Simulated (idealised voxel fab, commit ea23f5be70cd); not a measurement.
The name of this process module is voxel plated lines.
Square cells of 5 nm make up the cross-section cut, whose width is 285 nm.
Cross-sections here: square-cell grids, written as top-down lists of bands, a band being one or more rows of cells. Read a band's entry like this: the first values are the height of its top and the height of its bottom in nm, and what follows is the sequence of materials from left to right, each with its width in nm. Note that "empty" is empty space, and that a single material marked "throughout" reaches across the band from edge to edge. Beneath 0, the wafer as received is one material, and that level is where height counting begins. The lowest band goes on downward without a bottom; it is written like "z 0 and below". The notation "30..40" denotes a width that varies across the rows of cells in the band, beginning at the first number in the top row, finishing at the second number in the bottom row, and changing by an identical amount from each row to the next. What does "no change occurred" mean for a step? It means no cell of the cross-section changed in that step. In the "Closed voids list" entry, you get each enclosed empty space of 8 cells or more, one with no open way to the top, written width x height at distance, distance from the left edge, in nm. On a step's line, text after the settings is the simulator commenting on that step. Regarding "overlay nm": on a step with a mask, it is the distance the mask lay to the right of its planned place; a negative value places it to the left.
### Set out below are the planned steps of the process
1: RECEIVE: material Si
2: CONFORMAL_DEP: material SiN, thk nm 10
3: DIRECTIONAL_DEP: material TiN, thk nm 5
4: PATTERN: tone open, mask id LINES, material resist, width nm 20, pitch nm 40, thk nm 15, overlay nm 0
5: EPI: material Ru, thk nm 10
6: STRIP: etch materials resist
7: DIRECTIONAL_ETCH: etch materials TiN, depth nm 5
8: CONFORMAL_DEP: material SiN, thk nm 10
### Cross-sectional view of the wafer in its as-received condition, corresponding to the state after step 1
> z 0 and below | Si throughout
> Closed voids list: none
### Below is the wafer in cross-section after the module was completed. It began from the starting point shown above and followed the plan shown above, except that one mistake was made while running it
> z 25 to 5 | SiN throughout
> z 5 to 0 | TiN throughout
> z 0 and below | Si throughout
> Closed voids list: none
What broke from the plan during processing? swap of plan steps 2 and 3 during execution
